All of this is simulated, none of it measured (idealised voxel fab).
This section sets out a process module, namely voxel spacer lines.
Shown is cross-section cut, with a width of 165 nm and square cells of size 5 nm.
When this document writes out a cross-section, it uses a grid of square cells and lists it as bands, beginning at the top and moving down, with a band standing for one or more rows of cells. This entry defines a band. It first specifies the height of the band's top and the height of its bottom in nm, and then specifies the band's materials from left to right, stating each material with its width in nm. The word "edge to edge" identifies a single material that fills the band from edge to edge, while the word "blank" identifies empty space. Height is counted from the level 0, under which the received wafer is composed throughout of one material. The lowest of the bands is not closed at the bottom but continues downward, in the notation "0 -> down". When a width is written as two numbers, as in "30->40", the first number is the width in the top row of cells of the band and the second is the width in its bottom row, and the width changes by the same amount from each row to the next. "changes: none" (step): cross-section cells unchanged, all of them. The entry "Unvented cavities" lists the empty spaces that cover at least 8 cells and have no open path to the top. Each is written as width x height at distance, where the distance is measured from the left edge and all three values are in nm. On a step's line, text after the settings is the simulator commenting on that step. A step's line can hold "overlay nm"; with a mask on that step, the setting says how far right of the planned place the mask lay, while a negative setting says it lay to the left.

PROCESS STEPS FORESEEN IN THE PLAN
1 RECEIVE: material Si
2 CONFORMAL_DEP: material SiO2, thk nm 5
3 DIRECTIONAL_DEP: material W, thk nm 20
4 DIRECTIONAL_DEP: material polySi, thk nm 30
5 PATTERN: tone cover, mask id MANDREL, material resist, width nm 20, pitch nm 60, thk nm 40, overlay nm 0
6 DIRECTIONAL_ETCH: etch materials polySi, depth nm 30
7 STRIP: etch materials resist
8 CONFORMAL_DEP: material SiN, thk nm 10
9 DIRECTIONAL_ETCH: etch materials SiN, depth nm 10
10 STRIP: etch materials polySi
11 DIRECTIONAL_ETCH: etch materials W, depth nm 10
12 STRIP: etch materials SiN
Be aware that, although all wafers share a common starting state, the depth nm at step 11 differs among them, and the plan displays the first wafer's value.

THE FIRST OF SEVERAL WAFERS AS RECEIVED, SHOWN IN CROSS-SECTION; THIS IS ITS STATE AFTER STEP 1
- 0 -> down = Si edge to edge
- Unvented cavities: none

TABULATED BELOW, WAFER BY WAFER, ARE THE END-OF-MODULE RESULTS: FOR EACH MATERIAL, THE NUMBER OF CELLS GAINED (+) OR LOST (-) RELATIVE TO THE AS-RECEIVED STATE, FOLLOWED BY THE CLOSED VOIDS
depth nm 10 | +33 SiO2 | +82 W | Unvented cavities: none
depth nm 15 | +33 SiO2 | +57 W | Unvented cavities: none
depth nm 20 | +33 SiO2 | +32 W | Unvented cavities: none
depth nm 25 | +33 SiO2 | +32 W | Unvented cavities: none
depth nm 30 | +33 SiO2 | +32 W | Unvented cavities: none
depth nm 35 | +33 SiO2 | +32 W | Unvented cavities: none
